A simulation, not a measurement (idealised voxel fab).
The name of this process module is voxel gate over fins.
The width of the displayed cross-section, cut, is 250 nm; its cells are square, with a size of 5 nm.
Throughout this document, each cross-section is represented as a grid of square cells and is presented as a sequence of bands enumerated from the top downward, where a band comprises one or more rows of cells.
A band entry consists of two parts. The first gives the height of the band's top and the height of its bottom, in nm. The rest lists the band's materials from left to right, each with its width in nm. A single material labelled with the word "edge to edge" fills the band from edge to edge, and the word "air" marks empty space.
Ref level 0: as-received wafer is one material below here. Bottom band extends down with no lower bound ("z 0 and below").
Think of "30 to 40" as a width that walks from the first number to the second as you go down the band, top row to bottom row, taking equal-sized steps from row to row.
"identical to before" -> step changed no cross-section cell.
Reported under the label "Closed cavities" are the empty spaces having no open way to the top and comprising 8 cells or more; the notation for each is width x height at distance, in which the distance is measured from the left edge and all three values are in nm.
Whatever follows a step's settings on its line is a remark the simulator itself makes about that step.
The optional step-line setting "overlay nm" applies to steps with a mask and quantifies how far to the right of its planned location the mask lay, a negative value indicating leftward placement.

-- Planned process steps
1,op RECEIVE | material Si
2,op CONFORMAL_DEP | material SiN | thk nm 10
3,op DIRECTIONAL_DEP | material aC | thk nm 15
4,op PATTERN | tone cover | mask id FINS | material resist | width nm 15 | pitch nm 35 | thk nm 30 | overlay nm 0
5,op DIRECTIONAL_ETCH | etch materials aC | depth nm 15
6,op STRIP | etch materials resist
7,op DIRECTIONAL_ETCH | etch materials SiN | depth nm 10
8,op DIRECTIONAL_ETCH | etch materials Si | depth nm 40
9,op STRIP | etch materials aC
10,op FILL_DEP | material SiO2 | thk nm 15
11,op CMP | height nm 10
12,op SELECTIVE_ETCH | etch materials SiO2 | depth nm 25
13,op STRIP | etch materials SiN
14,op CONFORMAL_DEP | material HfO2 | thk nm 5
15,op CONFORMAL_DEP | material TiN | thk nm 5
16,op CONFORMAL_DEP | material TiAl | thk nm 5
17,op CONFORMAL_DEP | material TiN | thk nm 5
18,op FILL_DEP | material W | thk nm 15
19,op CMP | height nm 30
20,op CONFORMAL_DEP | material SiN | thk nm 5

-- First of the two wafers, run per plan

-- As-received wafer cross-section (after step 1)
  z 0 and below  Si edge to edge
  Closed cavities: none

-- The following cross-section depicts the wafer upon completion of step 2
  z 10 to 0  SiN edge to edge
  Rest of section, below 0: as before.

-- The following cross-section depicts the wafer upon completion of step 3
  z 25 to 10  aC edge to edge
  Rest of section, below 10: as before.

-- The following cross-section depicts the wafer upon completion of step 4
  z 55 to 25  100 nm air; 15 nm resist; 20 nm air; 15 nm resist; 100 nm air
  Rest of section, below 25: as before.

-- The following cross-section depicts the wafer upon completion of step 5
  z 40 to 25  100 nm air; 15 nm resist; 20 nm air; 15 nm resist; 100 nm air
  z 25 to 10  100 nm air; 15 nm aC; 20 nm air; 15 nm aC; 100 nm air
  Rest of section, below 10: as before.

-- The following cross-section depicts the wafer upon completion of step 6
  z 25 to 10  100 nm air; 15 nm aC; 20 nm air; 15 nm aC; 100 nm air
  Rest of section, below 10: as before.

-- The following cross-section depicts the wafer upon completion of step 7
  z 25 to 10  100 nm air; 15 nm aC; 20 nm air; 15 nm aC; 100 nm air
  z 10 to 0  100 nm air; 15 nm SiN; 20 nm air; 15 nm SiN; 100 nm air
  Rest of section, below 0: as before.

-- The following cross-section depicts the wafer upon completion of step 8
  z 25 to 10  100 nm air; 15 nm aC; 20 nm air; 15 nm aC; 100 nm air
  z 10 to 0  100 nm air; 15 nm SiN; 20 nm air; 15 nm SiN; 100 nm air
  z 0 to -40  100 nm air; 15 nm Si; 20 nm air; 15 nm Si; 100 nm air
  Rest of section, below -40: as before.

-- The following cross-section depicts the wafer upon completion of step 9
  z 10 to 0  100 nm air; 15 nm SiN; 20 nm air; 15 nm SiN; 100 nm air
  Rest of section, below 0: as before.

-- The following cross-section depicts the wafer upon completion of step 10
  z 25 to 10  SiO2 edge to edge
  z 10 to 0  100 nm SiO2; 15 nm SiN; 20 nm SiO2; 15 nm SiN; 100 nm SiO2
  z 0 to -40  100 nm SiO2; 15 nm Si; 20 nm SiO2; 15 nm Si; 100 nm SiO2
  Rest of section, below -40: as before.

-- The following cross-section depicts the wafer upon completion of step 11
  z 10 to 0  100 nm SiO2; 15 nm SiN; 20 nm SiO2; 15 nm SiN; 100 nm SiO2
  Rest of section, below 0: as before.

-- The following cross-section depicts the wafer upon completion of step 12
  z 10 to 0  100 nm air; 15 nm SiN; 20 nm air; 15 nm SiN; 100 nm air
  z 0 to -15  100 nm air; 15 nm Si; 20 nm air; 15 nm Si; 100 nm air
  Rest of section, below -15: as before.

-- The following cross-section depicts the wafer upon completion of step 13
  z 0 to -15  100 nm air; 15 nm Si; 20 nm air; 15 nm Si; 100 nm air
  Rest of section, below -15: as before.

-- The following cross-section depicts the wafer upon completion of step 14
  z 5 to 0  95 nm air; 25 nm HfO2; 10 nm air; 25 nm HfO2; 95 nm air
  z 0 to -10  95 nm air; 5 nm HfO2; 15 nm Si; 5 nm HfO2; 10 nm air; 5 nm HfO2; 15 nm Si; 5 nm HfO2; 95 nm air
  z -10 to -15  100 nm HfO2; 15 nm Si; 20 nm HfO2; 15 nm Si; 100 nm HfO2
  Rest of section, below -15: as before.

-- The following cross-section depicts the wafer upon completion of step 15
  z 10 to 5  90 nm air; 70 nm TiN; 90 nm air
  z 5 to 0  90 nm air; 5 nm TiN; 25 nm HfO2; 10 nm TiN; 25 nm HfO2; 5 nm TiN; 90 nm air
  z 0 to -5  90 nm air; 5 nm TiN; 5 nm HfO2; 15 nm Si; 5 nm HfO2; 10 nm TiN; 5 nm HfO2; 15 nm Si; 5 nm HfO2; 5 nm TiN; 90 nm air
  z -5 to -10  95 nm TiN; 5 nm HfO2; 15 nm Si; 5 nm HfO2; 10 nm TiN; 5 nm HfO2; 15 nm Si; 5 nm HfO2; 95 nm TiN
  Rest of section, below -10: as before.

-- The following cross-section depicts the wafer upon completion of step 16
  z 15 to 10  85 nm air; 80 nm TiAl; 85 nm air
  z 10 to 5  85 nm air; 5 nm TiAl; 70 nm TiN; 5 nm TiAl; 85 nm air
  z 5 to 0  85 nm air; 5 nm TiAl; 5 nm TiN; 25 nm HfO2; 10 nm TiN; 25 nm HfO2; 5 nm TiN; 5 nm TiAl; 85 nm air
  z 0 to -5  90 nm TiAl; 5 nm TiN; 5 nm HfO2; 15 nm Si; 5 nm HfO2; 10 nm TiN; 5 nm HfO2; 15 nm Si; 5 nm HfO2; 5 nm TiN; 90 nm TiAl
  Rest of section, below -5: as before.

-- The following cross-section depicts the wafer upon completion of step 17
  z 20 to 15  80 nm air; 90 nm TiN; 80 nm air
  z 15 to 10  80 nm air; 5 nm TiN; 80 nm TiAl; 5 nm TiN; 80 nm air
  z 10 to 5  80 nm air; 5 nm TiN; 5 nm TiAl; 70 nm TiN; 5 nm TiAl; 5 nm TiN; 80 nm air
  z 5 to 0  85 nm TiN; 5 nm TiAl; 5 nm TiN; 25 nm HfO2; 10 nm TiN; 25 nm HfO2; 5 nm TiN; 5 nm TiAl; 85 nm TiN
  Rest of section, below 0: as before.

-- The following cross-section depicts the wafer upon completion of step 18
  z 35 to 20  W edge to edge
  z 20 to 15  80 nm W; 90 nm TiN; 80 nm W
  z 15 to 10  80 nm W; 5 nm TiN; 80 nm TiAl; 5 nm TiN; 80 nm W
  z 10 to 5  80 nm W; 5 nm TiN; 5 nm TiAl; 70 nm TiN; 5 nm TiAl; 5 nm TiN; 80 nm W
  Rest of section, below 5: as before.

-- The following cross-section depicts the wafer upon completion of step 19
  z 30 to 20  W edge to edge
  Rest of section, below 20: as before.

-- The following cross-section depicts the wafer upon completion of step 20
  z 35 to 30  SiN edge to edge
  Rest of section, below 30: as before.

-- Second Wafer (Identical Start and Plan, One Processing Error; Matches First Wafer Through Step 3)

-- X-section, second wafer, when step 4 was due to finish
  z 55 to 25  100 nm air; 20 nm resist; 15 nm air; 20 nm resist; 95 nm air
  Rest of section, below 25: as before.

-- X-section, second wafer, when step 5 was due to finish
  z 40 to 25  100 nm air; 20 nm resist; 15 nm air; 20 nm resist; 95 nm air
  z 25 to 10  100 nm air; 20 nm aC; 15 nm air; 20 nm aC; 95 nm air
  Rest of section, below 10: as before.

-- X-section, second wafer, when step 6 was due to finish
  z 25 to 10  100 nm air; 20 nm aC; 15 nm air; 20 nm aC; 95 nm air
  Rest of section, below 10: as before.

-- X-section, second wafer, when step 7 was due to finish
  z 25 to 10  100 nm air; 20 nm aC; 15 nm air; 20 nm aC; 95 nm air
  z 10 to 0  100 nm air; 20 nm SiN; 15 nm air; 20 nm SiN; 95 nm air
  Rest of section, below 0: as before.

-- X-section, second wafer, when step 8 was due to finish
  z 25 to 10  100 nm air; 20 nm aC; 15 nm air; 20 nm aC; 95 nm air
  z 10 to 0  100 nm air; 20 nm SiN; 15 nm air; 20 nm SiN; 95 nm air
  z 0 to -40  100 nm air; 20 nm Si; 15 nm air; 20 nm Si; 95 nm air
  Rest of section, below -40: as before.

-- X-section, second wafer, when step 9 was due to finish
  z 10 to 0  100 nm air; 20 nm SiN; 15 nm air; 20 nm SiN; 95 nm air
  Rest of section, below 0: as before.

-- X-section, second wafer, when step 10 was due to finish
  z 25 to 10  SiO2 edge to edge
  z 10 to 0  100 nm SiO2; 20 nm SiN; 15 nm SiO2; 20 nm SiN; 95 nm SiO2
  z 0 to -40  100 nm SiO2; 20 nm Si; 15 nm SiO2; 20 nm Si; 95 nm SiO2
  Rest of section, below -40: as before.

-- X-section, second wafer, when step 11 was due to finish
  z 10 to 0  100 nm SiO2; 20 nm SiN; 15 nm SiO2; 20 nm SiN; 95 nm SiO2
  Rest of section, below 0: as before.

-- X-section, second wafer, when step 12 was due to finish
  z 10 to 0  100 nm air; 20 nm SiN; 15 nm air; 20 nm SiN; 95 nm air
  z 0 to -15  100 nm air; 20 nm Si; 15 nm air; 20 nm Si; 95 nm air
  Rest of section, below -15: as before.

-- X-section, second wafer, when step 13 was due to finish
  z 0 to -15  100 nm air; 20 nm Si; 15 nm air; 20 nm Si; 95 nm air
  Rest of section, below -15: as before.

-- X-section, second wafer, when step 14 was due to finish
  z 5 to 0  95 nm air; 30 nm HfO2; 5 nm air; 30 nm HfO2; 90 nm air
  z 0 to -10  95 nm air; 5 nm HfO2; 20 nm Si; 5 nm HfO2; 5 nm air; 5 nm HfO2; 20 nm Si; 5 nm HfO2; 90 nm air
  z -10 to -15  100 nm HfO2; 20 nm Si; 15 nm HfO2; 20 nm Si; 95 nm HfO2
  Rest of section, below -15: as before.

-- X-section, second wafer, when step 15 was due to finish
  z 10 to 5  90 nm air; 75 nm TiN; 85 nm air
  z 5 to 0  90 nm air; 5 nm TiN; 30 nm HfO2; 5 nm TiN; 30 nm HfO2; 5 nm TiN; 85 nm air
  z 0 to -5  90 nm air; 5 nm TiN; 5 nm HfO2; 20 nm Si; 5 nm HfO2; 5 nm TiN; 5 nm HfO2; 20 nm Si; 5 nm HfO2; 5 nm TiN; 85 nm air
  z -5 to -10  95 nm TiN; 5 nm HfO2; 20 nm Si; 5 nm HfO2; 5 nm TiN; 5 nm HfO2; 20 nm Si; 5 nm HfO2; 90 nm TiN
  Rest of section, below -10: as before.

-- X-section, second wafer, when step 16 was due to finish
  z 15 to 10  85 nm air; 85 nm TiAl; 80 nm air
  z 10 to 5  85 nm air; 5 nm TiAl; 75 nm TiN; 5 nm TiAl; 80 nm air
  z 5 to 0  85 nm air; 5 nm TiAl; 5 nm TiN; 30 nm HfO2; 5 nm TiN; 30 nm HfO2; 5 nm TiN; 5 nm TiAl; 80 nm air
  z 0 to -5  90 nm TiAl; 5 nm TiN; 5 nm HfO2; 20 nm Si; 5 nm HfO2; 5 nm TiN; 5 nm HfO2; 20 nm Si; 5 nm HfO2; 5 nm TiN; 85 nm TiAl
  Rest of section, below -5: as before.

-- X-section, second wafer, when step 17 was due to finish
  z 20 to 15  80 nm air; 95 nm TiN; 75 nm air
  z 15 to 10  80 nm air; 5 nm TiN; 85 nm TiAl; 5 nm TiN; 75 nm air
  z 10 to 5  80 nm air; 5 nm TiN; 5 nm TiAl; 75 nm TiN; 5 nm TiAl; 5 nm TiN; 75 nm air
  z 5 to 0  85 nm TiN; 5 nm TiAl; 5 nm TiN; 30 nm HfO2; 5 nm TiN; 30 nm HfO2; 5 nm TiN; 5 nm TiAl; 80 nm TiN
  Rest of section, below 0: as before.

-- X-section, second wafer, when step 18 was due to finish
  z 35 to 20  W edge to edge
  z 20 to 15  80 nm W; 95 nm TiN; 75 nm W
  z 15 to 10  80 nm W; 5 nm TiN; 85 nm TiAl; 5 nm TiN; 75 nm W
  z 10 to 5  80 nm W; 5 nm TiN; 5 nm TiAl; 75 nm TiN; 5 nm TiAl; 5 nm TiN; 75 nm W
  Rest of section, below 5: as before.

-- X-section, second wafer, when step 19 was due to finish
  z 30 to 20  W edge to edge
  Rest of section, below 20: as before.

-- X-section, second wafer, when step 20 was due to finish
  z 35 to 30  SiN edge to edge
  Rest of section, below 30: as before.
It is concluded that the wafer was processed incorrectly with respect to the plan, in that in deviation from the planned setting, step 4 was conducted as op PATTERN | tone cover | mask id FINS | material resist | width nm 20 | pitch nm 35 | thk nm 30 | overlay nm 0
Looking at both finished wafers in cells, the second ends up ahead of or behind the first on some materials: 16 more of Si | 10 fewer of SiO2 | 3 fewer of TiN | 3 fewer of W
